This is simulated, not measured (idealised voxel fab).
Title: Process Module voxel air gaps
FYI the section here is cut, 245 nm wide, cells are 5 nm squares.
Cross-sections here: square-cell grids, written as top-down lists of bands, a band being one or more rows of cells. First you get the band's top height and its bottom height, in nm, and then the materials it's made of, left to right, with each width in nm. If you see a single material with "throughout", that one covers the band edge to edge. "blank" is empty space. A quick word on heights: they are counted from 0, and under that level the wafer as it came to us is one material throughout. The lowest band is different from the rest in having no bottom; it simply continues downward, written as in "0 nm and below". The expression "30->40" gives the width at the extremes of the band, the first number at its top row of cells and the second at its bottom row, with the width changing by equal amounts from each row to the next in between. "no modification" -> step changed no cross-section cell. So "Voids, fully enclosed" is basically the list of trapped voids: any empty space of 8 cells or more that can't reach the top through an opening. They're written width x height at distance, the distance being from the left edge, and it's all nm. Where a step's line continues beyond its settings, the continuation is a remark by the simulator itself on that step. The optional step-line setting "overlay nm" applies to steps with a mask and quantifies how far to the right of its planned location the mask lay, a negative value indicating leftward placement.

# Process steps foreseen in the plan
1. RECEIVE (material Si)
2. CONFORMAL_DEP (material SiO2; thk nm 10)
3. CONFORMAL_DEP (material SiN; thk nm 5)
4. DIRECTIONAL_DEP (material lowk; thk nm 35)
5. DIRECTIONAL_DEP (material aC; thk nm 10)
6. PATTERN (tone open; mask id LINES; material resist; width nm 20; pitch nm 50; thk nm 25; overlay nm 0)
7. DIRECTIONAL_ETCH (etch materials aC; depth nm 10)
8. STRIP (etch materials resist)
9. DIRECTIONAL_ETCH (etch materials lowk; depth nm 35)
10. STRIP (etch materials aC)
11. CONFORMAL_DEP (material TiN; thk nm 5)
12. FILL_DEP (material Ru; thk nm 5)
13. CMP (height nm 50)
14. EPI (material Ru; thk nm 10)
15. SELECTIVE_ETCH (etch materials lowk; depth nm 45)
16. CONFORMAL_DEP (material SiCN; thk nm 5)

# as received, after step 1
	0 nm and below = Si throughout
	Voids, fully enclosed: none

# As-planned run: cross-section of the first of two wafers at end of module
	65 nm to 60 nm = blank (45)  SiCN (150)  blank (50)
	60 nm to 50 nm = blank (45)  SiCN (5)  Ru (40)  SiCN (10)  Ru (40)  SiCN (10)  Ru (40)  SiCN (5)  blank (50)
	50 nm to 45 nm = blank (45)  SiCN (15)  TiN (5)  Ru (10)  TiN (5)  SiCN (30)  TiN (5)  Ru (10)  TiN (5)  SiCN (30)  TiN (5)  Ru (10)  TiN (5)  SiCN (15)  blank (50)
	45 nm to 20 nm = blank (55)  SiCN (5)  TiN (5)  Ru (10)  TiN (5)  SiCN (5)  blank (20)  SiCN (5)  TiN (5)  Ru (10)  TiN (5)  SiCN (5)  blank (20)  SiCN (5)  TiN (5)  Ru (10)  TiN (5)  SiCN (5)  blank (60)
	20 nm to 15 nm = SiCN (60)  TiN (20)  SiCN (30)  TiN (20)  SiCN (30)  TiN (20)  SiCN (65)
	15 nm to 10 nm = SiN throughout
	10 nm to 0 nm = SiO2 throughout
	0 nm and below = Si throughout
	Voids, fully enclosed: 20 x 25 at 85; 20 x 25 at 135

# Now the second wafer, cross-sectioned at the end of the module. Nothing different at the start, nothing different in the plan compared with the first, just one mistake when it was actually run
	65 nm to 60 nm = SiCN throughout
	60 nm to 50 nm = Ru throughout
	50 nm to 20 nm = Ru (55)  TiN (5)  lowk (20)  TiN (5)  Ru (20)  TiN (5)  lowk (20)  TiN (5)  Ru (20)  TiN (5)  lowk (20)  TiN (5)  Ru (60)
	20 nm to 15 nm = TiN (60)  lowk (20)  TiN (30)  lowk (20)  TiN (30)  lowk (20)  TiN (65)
	15 nm to 10 nm = SiN throughout
	10 nm to 0 nm = SiO2 throughout
	0 nm and below = Si throughout
	Voids, fully enclosed: none
Run error: so step 6 ended up running with a different setting than we planned, it ran as PATTERN (tone cover; mask id LINES; material resist; width nm 20; pitch nm 50; thk nm 25; overlay nm 0)
Upon completion, the second wafer contains, in terms of cells, a greater or smaller amount of certain materials than the first wafer: 200 more of Ru | 78 fewer of SiCN | 25 more of TiN | 84 more of lowk
Final closed voids: first wafer 2, second wafer 0.
